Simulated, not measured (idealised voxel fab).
The document below concerns the process module designated voxel fin reveal.
In the cross-section labelled cut, the width is 240 nm and each square cell is 5 nm.
Cross-section, as written here: a square-cell grid given band by band from the top down, where a band holds one or more rows of cells. Top, bottom (nm), then materials left to right with widths (nm); lone material tagged "everywhere" fills the whole band edge to edge; "air" = empty space. Heights from 0 (as-received wafer is one material below). Bottom band endless downward, as "0 nm and below". A width given as "30..40" starts at the first number in the band's top row and ends at the second number in its bottom row, shifting by an equal amount at every step from row to row. For the purposes of this document, the phrase "no change occurred" attached to a step denotes that no cell within the cross-section was modified by that step. Voids not open to the top, 8 cells minimum: see "Sealed voids". Written width x height at distance; distance is from the left edge; nm. Where a step's line continues beyond its settings, the continuation is a remark by the simulator itself on that step. A step line may carry the setting "overlay nm", which, for steps involving a mask, states the distance by which the mask lay to the right of its intended position; negative values denote displacement to the left.
-- Listed below are the process steps as planned
1: RECEIVE [material Si]
2: CONFORMAL_DEP [material SiN] [thk nm 5]
3: MASKED_ETCH [tone cover] [mask id FINS] [width nm 15] [pitch nm 45] [etch materials SiN] [depth nm 5] [overlay nm 0]
4: MASKED_ETCH [tone cover] [mask id FINS] [width nm 15] [pitch nm 45] [etch materials Si] [depth nm 35] [overlay nm 0]
5: OXIDIZE [depth nm 5]
6: FILL_DEP [material SiO2] [thk nm 10]
7: CMP [height nm 5]
8: SELECTIVE_ETCH [etch materials SiO2] [depth nm 15]
9: STRIP [etch materials SiN]
-- Received-state cross-section, reflecting completion of step 1
- 0 nm and below | Si everywhere
- Sealed voids: none
-- Cross-section, end of module. Start: as above. Plan: as above. Execution: one mistake
- 5 nm to 0 nm | 45 of air; 15 of SiN; 30 of air; 15 of SiN; 30 of air; 15 of SiN; 30 of air; 15 of SiN; 45 of air
- 0 nm to -10 nm | 50 of air; 5 of Si; 40 of air; 5 of Si; 40 of air; 5 of Si; 40 of air; 5 of Si; 50 of air
- -10 nm to -40 nm | 50 of SiO2; 5 of Si; 40 of SiO2; 5 of Si; 40 of SiO2; 5 of Si; 40 of SiO2; 5 of Si; 50 of SiO2
- -40 nm and below | Si everywhere
- Sealed voids: none
Error vs. plan: step 9 of the plan was jumped over and never run
